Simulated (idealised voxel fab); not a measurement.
process module | voxel capacitor over wiring
cross-section cut | 265 nm wide | cells 5 nm
A cross-section is a grid of square cells, given in bands from the top down. A band is one or more rows of cells.
Each band's line starts with the height of the band's top and of its bottom, in nm. Then come its materials from left to right, each with its width in nm. One material with "throughout" fills the band from edge to edge. "air" is empty space.
Height 0 is the level under which the wafer as received is all one material. The lowest band goes on downwards, as in "0 down".
A width such as "30 to 40" changes by the same amount from each row of cells to the next, from the band's top row to its bottom row.
"no change" after a step means that no cell of the cross-section changed.
closed voids: empty space of 8 cells or more with no open way to the top, each as width x height at its distance from the left edge, in nm
after a step's settings: what the simulator itself notes on the step
overlay nm, on a step with a mask: how far to the right of its planned place the mask lay; to the left if negative
plan
1 op RECEIVE | material Si
2 op CONFORMAL_DEP | material SiO2 | thk nm 10
3 op DIRECTIONAL_DEP | material TiN | thk nm 5
4 op DIRECTIONAL_DEP | material W | thk nm 20
5 op PATTERN | tone cover | mask id METAL_1 | material resist | width nm 25 | pitch nm 75 | thk nm 20 | overlay nm 0
6 op DIRECTIONAL_ETCH | etch materials W | depth nm 20
7 op DIRECTIONAL_ETCH | etch materials TiN | depth nm 5
8 op STRIP | etch materials resist
9 op FILL_DEP | material lowk | thk nm 10
10 op CMP | height nm 35
11 op CONFORMAL_DEP | material SiCN | thk nm 5
12 op DIRECTIONAL_DEP | material lowk | thk nm 20
13 op DIRECTIONAL_DEP | material aC | thk nm 15
14 op PATTERN | tone open | mask id PLUG_1 | material resist | width nm 15 | thk nm 30 | overlay nm 0
15 op DIRECTIONAL_ETCH | etch materials aC | depth nm 15
16 op STRIP | etch materials resist
17 op DIRECTIONAL_ETCH | etch materials lowk | depth nm 20
18 op DIRECTIONAL_ETCH | etch materials SiCN | depth nm 5
19 op STRIP | etch materials aC
20 op EPI | material Ru | thk nm 10
21 op EPI | material Ru | thk nm 10
22 op EPI | material Ru | thk nm 5
23 op DIRECTIONAL_DEP | material TiN | thk nm 5
24 op DIRECTIONAL_DEP | material SiN | thk nm 5
25 op DIRECTIONAL_DEP | material TiN | thk nm 10
26 op DIRECTIONAL_DEP | material aC | thk nm 15
27 op PATTERN | tone cover | mask id UPPER_PLATE | material resist | width nm 55 | thk nm 30 | overlay nm 0
28 op DIRECTIONAL_ETCH | etch materials aC | depth nm 15
29 op STRIP | etch materials resist
30 op DIRECTIONAL_ETCH | etch materials TiN | depth nm 10
31 op DIRECTIONAL_ETCH | etch materials SiN | depth nm 5
32 op STRIP | etch materials aC
33 op MASKED_ETCH | tone cover | mask id LOWER_PLATE | width nm 65 | etch materials TiN | depth nm 5 | overlay nm 0
34 op FILL_DEP | material SiO2 | thk nm 15
35 op CMP | height nm 90
36 op DIRECTIONAL_DEP | material aC | thk nm 15
37 op PATTERN | tone open | mask id PLUG_2 | material resist | width nm 15 | thk nm 30 | overlay nm 0
38 op DIRECTIONAL_ETCH | etch materials aC | depth nm 15
39 op STRIP | etch materials resist
40 op DIRECTIONAL_ETCH | etch materials SiO2 | depth nm 10
41 op STRIP | etch materials aC
42 op CONFORMAL_DEP | material TiN | thk nm 5
43 op FILL_DEP | material W | thk nm 10
44 op CMP | height nm 90
45 op CONFORMAL_DEP | material SiCN | thk nm 5
first wafer, as planned
as received, after step 1
  0 down: Si throughout
  closed voids: none
after step 2
  10 to 0: SiO2 throughout
  below 0: unchanged
after step 3
  15 to 10: TiN throughout
  below 10: unchanged
after step 4
  35 to 15: W throughout
  below 15: unchanged
after step 5
  55 to 35: air 80 | resist 25 | air 50 | resist 25 | air 85
  below 35: unchanged
after step 6
  55 to 35: air 80 | resist 25 | air 50 | resist 25 | air 85
  35 to 15: air 80 | W 25 | air 50 | W 25 | air 85
  below 15: unchanged
after step 7
  55 to 35: air 80 | resist 25 | air 50 | resist 25 | air 85
  35 to 15: air 80 | W 25 | air 50 | W 25 | air 85
  15 to 10: air 80 | TiN 25 | air 50 | TiN 25 | air 85
  below 10: unchanged
after step 8
  35 to 15: air 80 | W 25 | air 50 | W 25 | air 85
  below 15: unchanged
after step 9
  45 to 35: lowk throughout
  35 to 15: lowk 80 | W 25 | lowk 50 | W 25 | lowk 85
  15 to 10: lowk 80 | TiN 25 | lowk 50 | TiN 25 | lowk 85
  below 10: unchanged
after step 10
  35 to 15: lowk 80 | W 25 | lowk 50 | W 25 | lowk 85
  below 15: unchanged
after step 11
  40 to 35: SiCN throughout
  below 35: unchanged
after step 12
  60 to 40: lowk throughout
  below 40: unchanged
after step 13
  75 to 60: aC throughout
  below 60: unchanged
after step 14
  105 to 75: resist 90 | air 15 | resist 160
  below 75: unchanged
after step 15
  90 to 75: resist 90 | air 15 | resist 160
  75 to 60: aC 90 | air 15 | aC 160
  below 60: unchanged
after step 16
  75 to 60: aC 90 | air 15 | aC 160
  below 60: unchanged
after step 17
  75 to 60: aC 90 | air 15 | aC 160
  60 to 40: lowk 90 | air 15 | lowk 160
  below 40: unchanged
after step 18
  75 to 60: aC 90 | air 15 | aC 160
  60 to 40: lowk 90 | air 15 | lowk 160
  40 to 35: SiCN 90 | air 15 | SiCN 160
  below 35: unchanged
after step 19
  60 to 40: lowk 90 | air 15 | lowk 160
  below 40: unchanged
after step 20
  60 to 45: lowk 90 | air 15 | lowk 160
  45 to 40: lowk 90 | Ru 15 | lowk 160
  40 to 35: SiCN 90 | Ru 15 | SiCN 160
  below 35: unchanged
after step 21
  60 to 55: lowk 90 | air 15 | lowk 160
  55 to 40: lowk 90 | Ru 15 | lowk 160
  below 40: unchanged
after step 22
  60 to 40: lowk 90 | Ru 15 | lowk 160
  below 40: unchanged
after step 23
  65 to 60: TiN throughout
  below 60: unchanged
after step 24
  70 to 65: SiN throughout
  below 65: unchanged
after step 25
  80 to 70: TiN throughout
  below 70: unchanged
after step 26
  95 to 80: aC throughout
  below 80: unchanged
after step 27
  125 to 95: air 90 | resist 55 | air 120
  below 95: unchanged
after step 28
  110 to 95: air 90 | resist 55 | air 120
  95 to 80: air 90 | aC 55 | air 120
  below 80: unchanged
after step 29
  95 to 80: air 90 | aC 55 | air 120
  below 80: unchanged
after step 30
  95 to 80: air 90 | aC 55 | air 120
  80 to 70: air 90 | TiN 55 | air 120
  below 70: unchanged
after step 31
  95 to 80: air 90 | aC 55 | air 120
  80 to 70: air 90 | TiN 55 | air 120
  70 to 65: air 90 | SiN 55 | air 120
  below 65: unchanged
after step 32
  80 to 70: air 90 | TiN 55 | air 120
  below 70: unchanged
after step 33
  80 to 70: air 90 | TiN 55 | air 120
  70 to 65: air 90 | SiN 55 | air 120
  65 to 60: air 85 | TiN 65 | air 115
  below 60: unchanged
after step 34
  95 to 80: SiO2 throughout
  80 to 70: SiO2 90 | TiN 55 | SiO2 120
  70 to 65: SiO2 90 | SiN 55 | SiO2 120
  65 to 60: SiO2 85 | TiN 65 | SiO2 115
  below 60: unchanged
after step 35
  90 to 80: SiO2 throughout
  below 80: unchanged
after step 36
  105 to 90: aC throughout
  below 90: unchanged
after step 37
  135 to 105: resist 100 | air 15 | resist 150
  below 105: unchanged
after step 38
  120 to 105: resist 100 | air 15 | resist 150
  105 to 90: aC 100 | air 15 | aC 150
  below 90: unchanged
after step 39
  105 to 90: aC 100 | air 15 | aC 150
  below 90: unchanged
after step 40
  105 to 90: aC 100 | air 15 | aC 150
  90 to 80: SiO2 100 | air 15 | SiO2 150
  below 80: unchanged
after step 41
  90 to 80: SiO2 100 | air 15 | SiO2 150
  below 80: unchanged
after step 42
  95 to 90: TiN 105 | air 5 | TiN 155
  90 to 85: SiO2 100 | TiN 5 | air 5 | TiN 5 | SiO2 150
  85 to 80: SiO2 100 | TiN 15 | SiO2 150
  below 80: unchanged
after step 43
  105 to 95: W throughout
  95 to 90: TiN 105 | W 5 | TiN 155
  90 to 85: SiO2 100 | TiN 5 | W 5 | TiN 5 | SiO2 150
  below 85: unchanged
after step 44
  90 to 85: SiO2 100 | TiN 5 | W 5 | TiN 5 | SiO2 150
  below 85: unchanged
after step 45
  95 to 90: SiCN throughout
  below 90: unchanged
second wafer: like start, like plan, one mistake. Through step 13 it matches the first wafer
when step 14 should have ended
  105 to 75: resist 95 | air 15 | resist 155
  below 75: unchanged
when step 15 should have ended
  90 to 75: resist 95 | air 15 | resist 155
  75 to 60: aC 95 | air 15 | aC 155
  below 60: unchanged
when step 16 should have ended
  75 to 60: aC 95 | air 15 | aC 155
  below 60: unchanged
when step 17 should have ended
  75 to 60: aC 95 | air 15 | aC 155
  60 to 40: lowk 95 | air 15 | lowk 155
  below 40: unchanged
when step 18 should have ended
  75 to 60: aC 95 | air 15 | aC 155
  60 to 40: lowk 95 | air 15 | lowk 155
  40 to 35: SiCN 95 | air 15 | SiCN 155
  below 35: unchanged
when step 19 should have ended
  60 to 40: lowk 95 | air 15 | lowk 155
  below 40: unchanged
when step 20 should have ended
  60 to 45: lowk 95 | air 15 | lowk 155
  45 to 40: lowk 95 | Ru 15 | lowk 155
  40 to 35: SiCN 95 | Ru 15 | SiCN 155
  below 35: unchanged
when step 21 should have ended
  60 to 55: lowk 95 | air 15 | lowk 155
  55 to 40: lowk 95 | Ru 15 | lowk 155
  below 40: unchanged
when step 22 should have ended
  60 to 40: lowk 95 | Ru 15 | lowk 155
  below 40: unchanged
when step 23 should have ended
  65 to 60: TiN throughout
  below 60: unchanged
when step 24 should have ended
  70 to 65: SiN throughout
  below 65: unchanged
when step 25 should have ended
  80 to 70: TiN throughout
  below 70: unchanged
when step 26 should have ended
  95 to 80: aC throughout
  below 80: unchanged
when step 27 should have ended
  125 to 95: air 90 | resist 55 | air 120
  below 95: unchanged
when step 28 should have ended
  110 to 95: air 90 | resist 55 | air 120
  95 to 80: air 90 | aC 55 | air 120
  below 80: unchanged
when step 29 should have ended
  95 to 80: air 90 | aC 55 | air 120
  below 80: unchanged
when step 30 should have ended
  95 to 80: air 90 | aC 55 | air 120
  80 to 70: air 90 | TiN 55 | air 120
  below 70: unchanged
when step 31 should have ended
  95 to 80: air 90 | aC 55 | air 120
  80 to 70: air 90 | TiN 55 | air 120
  70 to 65: air 90 | SiN 55 | air 120
  below 65: unchanged
when step 32 should have ended
  80 to 70: air 90 | TiN 55 | air 120
  below 70: unchanged
when step 33 should have ended
  80 to 70: air 90 | TiN 55 | air 120
  70 to 65: air 90 | SiN 55 | air 120
  65 to 60: air 85 | TiN 65 | air 115
  below 60: unchanged
when step 34 should have ended
  95 to 80: SiO2 throughout
  80 to 70: SiO2 90 | TiN 55 | SiO2 120
  70 to 65: SiO2 90 | SiN 55 | SiO2 120
  65 to 60: SiO2 85 | TiN 65 | SiO2 115
  below 60: unchanged
when step 35 should have ended
  90 to 80: SiO2 throughout
  below 80: unchanged
when step 36 should have ended
  105 to 90: aC throughout
  below 90: unchanged
when step 37 should have ended
  135 to 105: resist 100 | air 15 | resist 150
  below 105: unchanged
when step 38 should have ended
  120 to 105: resist 100 | air 15 | resist 150
  105 to 90: aC 100 | air 15 | aC 150
  below 90: unchanged
when step 39 should have ended
  105 to 90: aC 100 | air 15 | aC 150
  below 90: unchanged
when step 40 should have ended
  105 to 90: aC 100 | air 15 | aC 150
  90 to 80: SiO2 100 | air 15 | SiO2 150
  below 80: unchanged
when step 41 should have ended
  90 to 80: SiO2 100 | air 15 | SiO2 150
  below 80: unchanged
when step 42 should have ended
  95 to 90: TiN 105 | air 5 | TiN 155
  90 to 85: SiO2 100 | TiN 5 | air 5 | TiN 5 | SiO2 150
  85 to 80: SiO2 100 | TiN 15 | SiO2 150
  below 80: unchanged
when step 43 should have ended
  105 to 95: W throughout
  95 to 90: TiN 105 | W 5 | TiN 155
  90 to 85: SiO2 100 | TiN 5 | W 5 | TiN 5 | SiO2 150
  below 85: unchanged
when step 44 should have ended
  90 to 85: SiO2 100 | TiN 5 | W 5 | TiN 5 | SiO2 150
  below 85: unchanged
when step 45 should have ended
  95 to 90: SiCN throughout
  below 90: unchanged
what went wrong: step 14 ran as: op PATTERN | tone open | mask id PLUG_1 | material resist | width nm 15 | thk nm 30 | overlay nm 5
at the end the second wafer has, in cells: as many of each material as the first, in other places
